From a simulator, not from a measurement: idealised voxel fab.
Process module, titled voxel transistor to metal
Square cells of 5 nm make up the cross-section cut, whose width is 185 nm.
Cross-section spec: square-cell grid; bands listed top down; each band is one or more rows.
Basically the band line says how high the top is and how high the bottom is, in nm, and then what's in it from left to right, every material with its width in nm. Empty space shows up as "empty", and if a single material carries "all across" it runs the full band edge to edge.
Heights are measured from 0, the level below which the as-received wafer is all one material; the lowest band has no bottom and continues downward, written as in "z 0 and below".
A width given as "30..40" starts at the first number in the band's top row and ends at the second number in its bottom row, shifting by an equal amount at every step from row to row.
Basically "remained the same" means that step didn't change any cell in the cross-section.
In "Sealed voids" the enclosed voids are listed, meaning empty spaces of 8 cells or larger without any opening to the top. The form is width x height at distance, distance from the left edge, units nm.
On a step's line, text after the settings is the simulator commenting on that step.
overlay nm: step with mask; distance mask lay right of planned place; negative value = left of planned place.

List of planned process steps:
1: RECEIVE (material Si)
2: CONFORMAL_DEP (material SiO2; thk nm 5)
3: CONFORMAL_DEP (material SiN; thk nm 10)
4: MASKED_ETCH (tone cover; mask id ACTIVE; width nm 110; etch materials SiN; depth nm 10; overlay nm 0)
5: MASKED_ETCH (tone cover; mask id ACTIVE; width nm 110; etch materials SiO2; depth nm 5; overlay nm 0)
6: MASKED_ETCH (tone cover; mask id ACTIVE; width nm 110; etch materials Si; depth nm 35; overlay nm 0)
7: OXIDIZE (depth nm 5)
8: FILL_DEP (material SiO2; thk nm 10)
9: CMP (height nm 15)
10: SELECTIVE_ETCH (etch materials SiO2; depth nm 10)
11: STRIP (etch materials SiN)
12: SELECTIVE_ETCH (etch materials SiO2; depth nm 5)
13: OXIDIZE (depth nm 5)
14: DIRECTIONAL_DEP (material polySi; thk nm 30)
15: DIRECTIONAL_DEP (material SiCN; thk nm 10)
16: MASKED_ETCH (tone cover; mask id GATE; width nm 30; etch materials SiCN; depth nm 20; overlay nm 0)
17: MASKED_ETCH (tone cover; mask id GATE; width nm 30; etch materials polySi; depth nm 40; overlay nm 0)
18: CONFORMAL_DEP (material SiN; thk nm 10)
19: DIRECTIONAL_ETCH (etch materials SiN; depth nm 10)
20: DIRECTIONAL_ETCH (etch materials SiO2; depth nm 5)
21: DIRECTIONAL_ETCH (etch materials Si; depth nm 10)
22: EPI (material pSi; thk nm 10)
23: FILL_DEP (material SiO2; thk nm 5)
24: CMP (height nm 30)
25: STRIP (etch materials polySi)
26: SELECTIVE_ETCH (etch materials SiO2; depth nm 5)
27: CONFORMAL_DEP (material HfO2; thk nm 5)
28: CONFORMAL_DEP (material TiN; thk nm 5)
29: FILL_DEP (material W; thk nm 5)
30: CMP (height nm 25)
31: DIRECTIONAL_DEP (material SiO2; thk nm 10)
32: MASKED_ETCH (tone open; mask id CONTACT; width nm 20; pitch nm 80; etch materials SiO2; depth nm 40; overlay nm 0)
33: CONFORMAL_DEP (material TiN; thk nm 5)
34: FILL_DEP (material Ru; thk nm 5)
35: CMP (height nm 35)
36: DIRECTIONAL_DEP (material TiN; thk nm 5)
37: DIRECTIONAL_DEP (material Ru; thk nm 15)
38: PATTERN (tone cover; mask id METAL_1; material resist; width nm 20; pitch nm 80; thk nm 15; overlay nm 0)
39: DIRECTIONAL_ETCH (etch materials Ru; depth nm 15)
40: DIRECTIONAL_ETCH (etch materials TiN; depth nm 5)
41: STRIP (etch materials resist)
42: CONFORMAL_DEP (material SiCN; thk nm 5)
43: FILL_DEP (material lowk; thk nm 10)
44: CMP (height nm 55)
45: CONFORMAL_DEP (material SiCN; thk nm 5)
46: DIRECTIONAL_DEP (material SiO2; thk nm 25)
47: DIRECTIONAL_DEP (material aC; thk nm 15)
48: PATTERN (tone open; mask id METAL_2_HOLES; material resist; width nm 15; pitch nm 80; thk nm 30; overlay nm 0)
49: DIRECTIONAL_ETCH (etch materials aC; depth nm 15)
50: STRIP (etch materials resist)
51: DIRECTIONAL_ETCH (etch materials SiO2; depth nm 25)
52: STRIP (etch materials aC)
53: DIRECTIONAL_DEP (material aC; thk nm 10)
54: PATTERN (tone open; mask id METAL_2; material resist; width nm 20; pitch nm 80; thk nm 30; overlay nm 0)
55: DIRECTIONAL_ETCH (etch materials aC; depth nm 10)
56: STRIP (etch materials resist)
57: DIRECTIONAL_ETCH (etch materials SiO2; depth nm 15)
58: DIRECTIONAL_ETCH (etch materials SiCN; depth nm 5)
59: STRIP (etch materials aC)
60: CONFORMAL_DEP (material TiN; thk nm 5)
61: FILL_DEP (material Cu; thk nm 5)
62: CMP (height nm 85)
63: CONFORMAL_DEP (material SiN; thk nm 5)

The first wafer of two, processed as planned:

Step 1 complete: cross-section of the wafer as received:
  z 0 and below: Si all across
  Sealed voids: none

After step 2:
  z 5 to 0: SiO2 all across
  No changes below 0.

After step 3:
  z 15 to 5: SiN all across
  No changes below 5.

After step 4:
  z 15 to 5: empty: 35 | SiN: 110 | empty: 40
  No changes below 5.

After step 5:
  z 15 to 5: empty: 35 | SiN: 110 | empty: 40
  z 5 to 0: empty: 35 | SiO2: 110 | empty: 40
  No changes below 0.

After step 6:
  z 15 to 5: empty: 35 | SiN: 110 | empty: 40
  z 5 to 0: empty: 35 | SiO2: 110 | empty: 40
  z 0 to -35: empty: 35 | Si: 110 | empty: 40
  No changes below -35.

After step 7:
  z 15 to 5: empty: 35 | SiN: 110 | empty: 40
  z 5 to 0: empty: 35 | SiO2: 110 | empty: 40
  z 0 to -35: empty: 35 | SiO2: 5 | Si: 100 | SiO2: 5 | empty: 40
  z -35 to -40: SiO2: 40 | Si: 100 | SiO2: 45
  No changes below -40.

After step 8:
  z 25 to 15: SiO2 all across
  z 15 to 5: SiO2: 35 | SiN: 110 | SiO2: 40
  z 5 to 0: SiO2 all across
  z 0 to -40: SiO2: 40 | Si: 100 | SiO2: 45
  No changes below -40.

After step 9:
  z 15 to 5: SiO2: 35 | SiN: 110 | SiO2: 40
  No changes below 5.

After step 10:
  z 15 to 5: empty: 35 | SiN: 110 | empty: 40
  No changes below 5.

After step 11:
  z 5 to 0: SiO2 all across
  No changes below 0.

After step 12:
  z 0 to -40: SiO2: 40 | Si: 100 | SiO2: 45
  No changes below -40.

After step 13:
  z 0 to -5: SiO2 all across
  No changes below -5.

After step 14:
  z 30 to 0: polySi all across
  No changes below 0.

After step 15:
  z 40 to 30: SiCN all across
  No changes below 30.

After step 16:
  z 40 to 30: empty: 75 | SiCN: 30 | empty: 80
  No changes below 30.

After step 17:
  z 40 to 30: empty: 75 | SiCN: 30 | empty: 80
  z 30 to 0: empty: 75 | polySi: 30 | empty: 80
  No changes below 0.

After step 18:
  z 50 to 40: empty: 65 | SiN: 50 | empty: 70
  z 40 to 30: empty: 65 | SiN: 10 | SiCN: 30 | SiN: 10 | empty: 70
  z 30 to 10: empty: 65 | SiN: 10 | polySi: 30 | SiN: 10 | empty: 70
  z 10 to 0: SiN: 75 | polySi: 30 | SiN: 80
  No changes below 0.

After step 19:
  z 40 to 30: empty: 65 | SiN: 10 | SiCN: 30 | SiN: 10 | empty: 70
  z 30 to 0: empty: 65 | SiN: 10 | polySi: 30 | SiN: 10 | empty: 70
  No changes below 0.

After step 20:
  z 40 to 30: empty: 65 | SiN: 10 | SiCN: 30 | SiN: 10 | empty: 70
  z 30 to 0: empty: 65 | SiN: 10 | polySi: 30 | SiN: 10 | empty: 70
  z 0 to -5: empty: 65 | SiO2: 50 | empty: 70
  No changes below -5.

After step 21:
  z 40 to 30: empty: 65 | SiN: 10 | SiCN: 30 | SiN: 10 | empty: 70
  z 30 to 0: empty: 65 | SiN: 10 | polySi: 30 | SiN: 10 | empty: 70
  z 0 to -5: empty: 65 | SiO2: 50 | empty: 70
  z -5 to -15: SiO2: 40 | empty: 25 | Si: 50 | empty: 25 | SiO2: 45
  No changes below -15.

After step 22:
  z 40 to 30: empty: 65 | SiN: 10 | SiCN: 30 | SiN: 10 | empty: 70
  z 30 to 5: empty: 65 | SiN: 10 | polySi: 30 | SiN: 10 | empty: 70
  z 5 to 0: empty: 55 | pSi: 10 | SiN: 10 | polySi: 30 | SiN: 10 | pSi: 10 | empty: 60
  z 0 to -5: empty: 55 | pSi: 10 | SiO2: 50 | pSi: 10 | empty: 60
  z -5 to -15: SiO2: 40 | pSi: 25 | Si: 50 | pSi: 25 | SiO2: 45
  No changes below -15.

After step 23:
  z 45 to 40: SiO2 all across
  z 40 to 30: SiO2: 65 | SiN: 10 | SiCN: 30 | SiN: 10 | SiO2: 70
  z 30 to 5: SiO2: 65 | SiN: 10 | polySi: 30 | SiN: 10 | SiO2: 70
  z 5 to 0: SiO2: 55 | pSi: 10 | SiN: 10 | polySi: 30 | SiN: 10 | pSi: 10 | SiO2: 60
  z 0 to -5: SiO2: 55 | pSi: 10 | SiO2: 50 | pSi: 10 | SiO2: 60
  No changes below -5.

After step 24:
  z 30 to 5: SiO2: 65 | SiN: 10 | polySi: 30 | SiN: 10 | SiO2: 70
  No changes below 5.

After step 25:
  z 30 to 5: SiO2: 65 | SiN: 10 | empty: 30 | SiN: 10 | SiO2: 70
  z 5 to 0: SiO2: 55 | pSi: 10 | SiN: 10 | empty: 30 | SiN: 10 | pSi: 10 | SiO2: 60
  No changes below 0.

After step 26:
  z 30 to 25: empty: 65 | SiN: 10 | empty: 30 | SiN: 10 | empty: 70
  z 25 to 5: SiO2: 65 | SiN: 10 | empty: 30 | SiN: 10 | SiO2: 70
  z 5 to 0: SiO2: 55 | pSi: 10 | SiN: 10 | empty: 30 | SiN: 10 | pSi: 10 | SiO2: 60
  z 0 to -5: SiO2: 55 | pSi: 10 | SiO2: 5 | empty: 40 | SiO2: 5 | pSi: 10 | SiO2: 60
  No changes below -5.

After step 27:
  z 35 to 30: empty: 60 | HfO2: 20 | empty: 20 | HfO2: 20 | empty: 65
  z 30 to 25: HfO2: 65 | SiN: 10 | HfO2: 5 | empty: 20 | HfO2: 5 | SiN: 10 | HfO2: 70
  z 25 to 5: SiO2: 65 | SiN: 10 | HfO2: 5 | empty: 20 | HfO2: 5 | SiN: 10 | SiO2: 70
  z 5 to 0: SiO2: 55 | pSi: 10 | SiN: 10 | HfO2: 5 | empty: 20 | HfO2: 5 | SiN: 10 | pSi: 10 | SiO2: 60
  z 0 to -5: SiO2: 55 | pSi: 10 | SiO2: 5 | HfO2: 40 | SiO2: 5 | pSi: 10 | SiO2: 60
  No changes below -5.

After step 28:
  z 40 to 35: empty: 55 | TiN: 30 | empty: 10 | TiN: 30 | empty: 60
  z 35 to 30: TiN: 60 | HfO2: 20 | TiN: 5 | empty: 10 | TiN: 5 | HfO2: 20 | TiN: 65
  z 30 to 25: HfO2: 65 | SiN: 10 | HfO2: 5 | TiN: 5 | empty: 10 | TiN: 5 | HfO2: 5 | SiN: 10 | HfO2: 70
  z 25 to 5: SiO2: 65 | SiN: 10 | HfO2: 5 | TiN: 5 | empty: 10 | TiN: 5 | HfO2: 5 | SiN: 10 | SiO2: 70
  z 5 to 0: SiO2: 55 | pSi: 10 | SiN: 10 | HfO2: 5 | TiN: 20 | HfO2: 5 | SiN: 10 | pSi: 10 | SiO2: 60
  No changes below 0.

After step 29:
  z 45 to 40: W all across
  z 40 to 35: W: 55 | TiN: 30 | W: 10 | TiN: 30 | W: 60
  z 35 to 30: TiN: 60 | HfO2: 20 | TiN: 5 | W: 10 | TiN: 5 | HfO2: 20 | TiN: 65
  z 30 to 25: HfO2: 65 | SiN: 10 | HfO2: 5 | TiN: 5 | W: 10 | TiN: 5 | HfO2: 5 | SiN: 10 | HfO2: 70
  z 25 to 5: SiO2: 65 | SiN: 10 | HfO2: 5 | TiN: 5 | W: 10 | TiN: 5 | HfO2: 5 | SiN: 10 | SiO2: 70
  No changes below 5.

After step 30:
  z 25 to 5: SiO2: 65 | SiN: 10 | HfO2: 5 | TiN: 5 | W: 10 | TiN: 5 | HfO2: 5 | SiN: 10 | SiO2: 70
  No changes below 5.

After step 31:
  z 35 to 25: SiO2 all across
  No changes below 25.

After step 32:
  z 35 to 25: SiO2: 40 | empty: 20 | SiO2: 60 | empty: 20 | SiO2: 45
  z 25 to 5: SiO2: 40 | empty: 20 | SiO2: 5 | SiN: 10 | HfO2: 5 | TiN: 5 | W: 10 | TiN: 5 | HfO2: 5 | SiN: 10 | SiO2: 5 | empty: 20 | SiO2: 45
  z 5 to 0: SiO2: 40 | empty: 15 | pSi: 10 | SiN: 10 | HfO2: 5 | TiN: 20 | HfO2: 5 | SiN: 10 | pSi: 10 | empty: 15 | SiO2: 45
  z 0 to -5: SiO2: 40 | empty: 15 | pSi: 10 | SiO2: 5 | HfO2: 40 | SiO2: 5 | pSi: 10 | empty: 15 | SiO2: 45
  No changes below -5.

After step 33:
  z 40 to 35: TiN: 45 | empty: 10 | TiN: 70 | empty: 10 | TiN: 50
  z 35 to 25: SiO2: 40 | TiN: 5 | empty: 10 | TiN: 5 | SiO2: 60 | TiN: 5 | empty: 10 | TiN: 5 | SiO2: 45
  z 25 to 10: SiO2: 40 | TiN: 5 | empty: 10 | TiN: 5 | SiO2: 5 | SiN: 10 | HfO2: 5 | TiN: 5 | W: 10 | TiN: 5 | HfO2: 5 | SiN: 10 | SiO2: 5 | TiN: 5 | empty: 10 | TiN: 5 | SiO2: 45
  z 10 to 5: SiO2: 40 | TiN: 5 | empty: 5 | TiN: 10 | SiO2: 5 | SiN: 10 | HfO2: 5 | TiN: 5 | W: 10 | TiN: 5 | HfO2: 5 | SiN: 10 | SiO2: 5 | TiN: 10 | empty: 5 | TiN: 5 | SiO2: 45
  z 5 to 0: SiO2: 40 | TiN: 5 | empty: 5 | TiN: 5 | pSi: 10 | SiN: 10 | HfO2: 5 | TiN: 20 | HfO2: 5 | SiN: 10 | pSi: 10 | TiN: 5 | empty: 5 | TiN: 5 | SiO2: 45
  z 0 to -5: SiO2: 40 | TiN: 15 | pSi: 10 | SiO2: 5 | HfO2: 40 | SiO2: 5 | pSi: 10 | TiN: 15 | SiO2: 45
  No changes below -5.

After step 34:
  z 45 to 40: Ru all across
  z 40 to 35: TiN: 45 | Ru: 10 | TiN: 70 | Ru: 10 | TiN: 50
  z 35 to 25: SiO2: 40 | TiN: 5 | Ru: 10 | TiN: 5 | SiO2: 60 | TiN: 5 | Ru: 10 | TiN: 5 | SiO2: 45
  z 25 to 10: SiO2: 40 | TiN: 5 | Ru: 10 | TiN: 5 | SiO2: 5 | SiN: 10 | HfO2: 5 | TiN: 5 | W: 10 | TiN: 5 | HfO2: 5 | SiN: 10 | SiO2: 5 | TiN: 5 | Ru: 10 | TiN: 5 | SiO2: 45
  z 10 to 5: SiO2: 40 | TiN: 5 | Ru: 5 | TiN: 10 | SiO2: 5 | SiN: 10 | HfO2: 5 | TiN: 5 | W: 10 | TiN: 5 | HfO2: 5 | SiN: 10 | SiO2: 5 | TiN: 10 | Ru: 5 | TiN: 5 | SiO2: 45
  z 5 to 0: SiO2: 40 | TiN: 5 | Ru: 5 | TiN: 5 | pSi: 10 | SiN: 10 | HfO2: 5 | TiN: 20 | HfO2: 5 | SiN: 10 | pSi: 10 | TiN: 5 | Ru: 5 | TiN: 5 | SiO2: 45
  No changes below 0.

After step 35:
  z 35 to 25: SiO2: 40 | TiN: 5 | Ru: 10 | TiN: 5 | SiO2: 60 | TiN: 5 | Ru: 10 | TiN: 5 | SiO2: 45
  No changes below 25.

After step 36:
  z 40 to 35: TiN all across
  No changes below 35.

After step 37:
  z 55 to 40: Ru all across
  No changes below 40.

After step 38:
  z 70 to 55: empty: 40 | resist: 20 | empty: 60 | resist: 20 | empty: 45
  No changes below 55.

After step 39:
  z 70 to 55: empty: 40 | resist: 20 | empty: 60 | resist: 20 | empty: 45
  z 55 to 40: empty: 40 | Ru: 20 | empty: 60 | Ru: 20 | empty: 45
  No changes below 40.

After step 40:
  z 70 to 55: empty: 40 | resist: 20 | empty: 60 | resist: 20 | empty: 45
  z 55 to 40: empty: 40 | Ru: 20 | empty: 60 | Ru: 20 | empty: 45
  z 40 to 35: empty: 40 | TiN: 20 | empty: 60 | TiN: 20 | empty: 45
  No changes below 35.

After step 41:
  z 55 to 40: empty: 40 | Ru: 20 | empty: 60 | Ru: 20 | empty: 45
  No changes below 40.

After step 42:
  z 60 to 55: empty: 35 | SiCN: 30 | empty: 50 | SiCN: 30 | empty: 40
  z 55 to 40: empty: 35 | SiCN: 5 | Ru: 20 | SiCN: 5 | empty: 50 | SiCN: 5 | Ru: 20 | SiCN: 5 | empty: 40
  z 40 to 35: SiCN: 40 | TiN: 20 | SiCN: 60 | TiN: 20 | SiCN: 45
  No changes below 35.

After step 43:
  z 70 to 60: lowk all across
  z 60 to 55: lowk: 35 | SiCN: 30 | lowk: 50 | SiCN: 30 | lowk: 40
  z 55 to 40: lowk: 35 | SiCN: 5 | Ru: 20 | SiCN: 5 | lowk: 50 | SiCN: 5 | Ru: 20 | SiCN: 5 | lowk: 40
  No changes below 40.

After step 44:
  z 55 to 40: lowk: 35 | SiCN: 5 | Ru: 20 | SiCN: 5 | lowk: 50 | SiCN: 5 | Ru: 20 | SiCN: 5 | lowk: 40
  No changes below 40.

After step 45:
  z 60 to 55: SiCN all across
  No changes below 55.

After step 46:
  z 85 to 60: SiO2 all across
  No changes below 60.

After step 47:
  z 100 to 85: aC all across
  No changes below 85.

After step 48:
  z 130 to 100: resist: 40 | empty: 15 | resist: 65 | empty: 15 | resist: 50
  No changes below 100.

After step 49:
  z 115 to 100: resist: 40 | empty: 15 | resist: 65 | empty: 15 | resist: 50
  z 100 to 85: aC: 40 | empty: 15 | aC: 65 | empty: 15 | aC: 50
  No changes below 85.

After step 50:
  z 100 to 85: aC: 40 | empty: 15 | aC: 65 | empty: 15 | aC: 50
  No changes below 85.

After step 51:
  z 100 to 85: aC: 40 | empty: 15 | aC: 65 | empty: 15 | aC: 50
  z 85 to 60: SiO2: 40 | empty: 15 | SiO2: 65 | empty: 15 | SiO2: 50
  No changes below 60.

After step 52:
  z 85 to 60: SiO2: 40 | empty: 15 | SiO2: 65 | empty: 15 | SiO2: 50
  No changes below 60.

After step 53:
  z 95 to 85: aC: 40 | empty: 15 | aC: 65 | empty: 15 | aC: 50
  z 85 to 70: SiO2: 40 | empty: 15 | SiO2: 65 | empty: 15 | SiO2: 50
  z 70 to 60: SiO2: 40 | aC: 15 | SiO2: 65 | aC: 15 | SiO2: 50
  No changes below 60.

After step 54:
  z 125 to 95: resist: 40 | empty: 20 | resist: 60 | empty: 20 | resist: 45
  No changes below 95.

After step 55:
  z 115 to 95: resist: 40 | empty: 20 | resist: 60 | empty: 20 | resist: 45
  z 95 to 85: aC: 40 | empty: 20 | aC: 60 | empty: 20 | aC: 45
  z 85 to 60: SiO2: 40 | empty: 15 | SiO2: 65 | empty: 15 | SiO2: 50
  No changes below 60.

After step 56:
  z 95 to 85: aC: 40 | empty: 20 | aC: 60 | empty: 20 | aC: 45
  No changes below 85.

After step 57:
  z 95 to 85: aC: 40 | empty: 20 | aC: 60 | empty: 20 | aC: 45
  z 85 to 70: SiO2: 40 | empty: 20 | SiO2: 60 | empty: 20 | SiO2: 45
  No changes below 70.

After step 58:
  z 95 to 85: aC: 40 | empty: 20 | aC: 60 | empty: 20 | aC: 45
  z 85 to 70: SiO2: 40 | empty: 20 | SiO2: 60 | empty: 20 | SiO2: 45
  z 70 to 60: SiO2: 40 | empty: 15 | SiO2: 65 | empty: 15 | SiO2: 50
  z 60 to 55: SiCN: 40 | empty: 15 | SiCN: 65 | empty: 15 | SiCN: 50
  No changes below 55.

After step 59:
  z 85 to 70: SiO2: 40 | empty: 20 | SiO2: 60 | empty: 20 | SiO2: 45
  No changes below 70.

After step 60:
  z 90 to 85: TiN: 45 | empty: 10 | TiN: 70 | empty: 10 | TiN: 50
  z 85 to 75: SiO2: 40 | TiN: 5 | empty: 10 | TiN: 5 | SiO2: 60 | TiN: 5 | empty: 10 | TiN: 5 | SiO2: 45
  z 75 to 70: SiO2: 40 | TiN: 5 | empty: 5 | TiN: 10 | SiO2: 60 | TiN: 5 | empty: 5 | TiN: 10 | SiO2: 45
  z 70 to 60: SiO2: 40 | TiN: 5 | empty: 5 | TiN: 5 | SiO2: 65 | TiN: 5 | empty: 5 | TiN: 5 | SiO2: 50
  z 60 to 55: SiCN: 40 | TiN: 15 | SiCN: 65 | TiN: 15 | SiCN: 50
  No changes below 55.

After step 61:
  z 95 to 90: Cu all across
  z 90 to 85: TiN: 45 | Cu: 10 | TiN: 70 | Cu: 10 | TiN: 50
  z 85 to 75: SiO2: 40 | TiN: 5 | Cu: 10 | TiN: 5 | SiO2: 60 | TiN: 5 | Cu: 10 | TiN: 5 | SiO2: 45
  z 75 to 70: SiO2: 40 | TiN: 5 | Cu: 5 | TiN: 10 | SiO2: 60 | TiN: 5 | Cu: 5 | TiN: 10 | SiO2: 45
  z 70 to 60: SiO2: 40 | TiN: 5 | Cu: 5 | TiN: 5 | SiO2: 65 | TiN: 5 | Cu: 5 | TiN: 5 | SiO2: 50
  No changes below 60.

After step 62:
  z 85 to 75: SiO2: 40 | TiN: 5 | Cu: 10 | TiN: 5 | SiO2: 60 | TiN: 5 | Cu: 10 | TiN: 5 | SiO2: 45
  No changes below 75.

After step 63:
  z 90 to 85: SiN all across
  No changes below 85.

Second wafer - shared start and plan with the first - one error in running - same as the first up to step 53 inclusive:

Cross-section of the second wafer at the time step 54 of the plan should have ended:
  z 125 to 95: resist: 40 | empty: 25 | resist: 55 | empty: 25 | resist: 40
  No changes below 95.

Cross-section of the second wafer at the time step 55 of the plan should have ended:
  z 115 to 95: resist: 40 | empty: 25 | resist: 55 | empty: 25 | resist: 40
  z 95 to 85: aC: 40 | empty: 25 | aC: 55 | empty: 25 | aC: 40
  z 85 to 60: SiO2: 40 | empty: 15 | SiO2: 65 | empty: 15 | SiO2: 50
  No changes below 60.

Cross-section of the second wafer at the time step 56 of the plan should have ended:
  z 95 to 85: aC: 40 | empty: 25 | aC: 55 | empty: 25 | aC: 40
  No changes below 85.

Cross-section of the second wafer at the time step 57 of the plan should have ended:
  z 95 to 85: aC: 40 | empty: 25 | aC: 55 | empty: 25 | aC: 40
  z 85 to 70: SiO2: 40 | empty: 25 | SiO2: 55 | empty: 25 | SiO2: 40
  No changes below 70.

Cross-section of the second wafer at the time step 58 of the plan should have ended:
  z 95 to 85: aC: 40 | empty: 25 | aC: 55 | empty: 25 | aC: 40
  z 85 to 70: SiO2: 40 | empty: 25 | SiO2: 55 | empty: 25 | SiO2: 40
  z 70 to 60: SiO2: 40 | empty: 15 | SiO2: 65 | empty: 15 | SiO2: 50
  z 60 to 55: SiCN: 40 | empty: 15 | SiCN: 65 | empty: 15 | SiCN: 50
  No changes below 55.

Cross-section of the second wafer at the time step 59 of the plan should have ended:
  z 85 to 70: SiO2: 40 | empty: 25 | SiO2: 55 | empty: 25 | SiO2: 40
  No changes below 70.

Cross-section of the second wafer at the time step 60 of the plan should have ended:
  z 90 to 85: TiN: 45 | empty: 15 | TiN: 65 | empty: 15 | TiN: 45
  z 85 to 75: SiO2: 40 | TiN: 5 | empty: 15 | TiN: 5 | SiO2: 55 | TiN: 5 | empty: 15 | TiN: 5 | SiO2: 40
  z 75 to 70: SiO2: 40 | TiN: 5 | empty: 5 | TiN: 15 | SiO2: 55 | TiN: 5 | empty: 5 | TiN: 15 | SiO2: 40
  z 70 to 60: SiO2: 40 | TiN: 5 | empty: 5 | TiN: 5 | SiO2: 65 | TiN: 5 | empty: 5 | TiN: 5 | SiO2: 50
  z 60 to 55: SiCN: 40 | TiN: 15 | SiCN: 65 | TiN: 15 | SiCN: 50
  No changes below 55.

Cross-section of the second wafer at the time step 61 of the plan should have ended:
  z 95 to 90: Cu all across
  z 90 to 85: TiN: 45 | Cu: 15 | TiN: 65 | Cu: 15 | TiN: 45
  z 85 to 75: SiO2: 40 | TiN: 5 | Cu: 15 | TiN: 5 | SiO2: 55 | TiN: 5 | Cu: 15 | TiN: 5 | SiO2: 40
  z 75 to 70: SiO2: 40 | TiN: 5 | Cu: 5 | TiN: 15 | SiO2: 55 | TiN: 5 | Cu: 5 | TiN: 15 | SiO2: 40
  z 70 to 60: SiO2: 40 | TiN: 5 | Cu: 5 | TiN: 5 | SiO2: 65 | TiN: 5 | Cu: 5 | TiN: 5 | SiO2: 50
  No changes below 60.

Cross-section of the second wafer at the time step 62 of the plan should have ended:
  z 85 to 75: SiO2: 40 | TiN: 5 | Cu: 15 | TiN: 5 | SiO2: 55 | TiN: 5 | Cu: 15 | TiN: 5 | SiO2: 40
  No changes below 75.

Cross-section of the second wafer at the time step 63 of the plan should have ended:
  z 90 to 85: SiN all across
  No changes below 85.
Heads up, the wafer didn't run the way we planned it: step 54 deviated from plan and actually ran as PATTERN (tone open; mask id METAL_2; material resist; width nm 25; pitch nm 80; thk nm 30; overlay nm 0)
The final cell counts differ between the wafers, with the second having more or fewer of some materials than the first: 4 more of Cu, 6 fewer of SiO2, 2 more of TiN
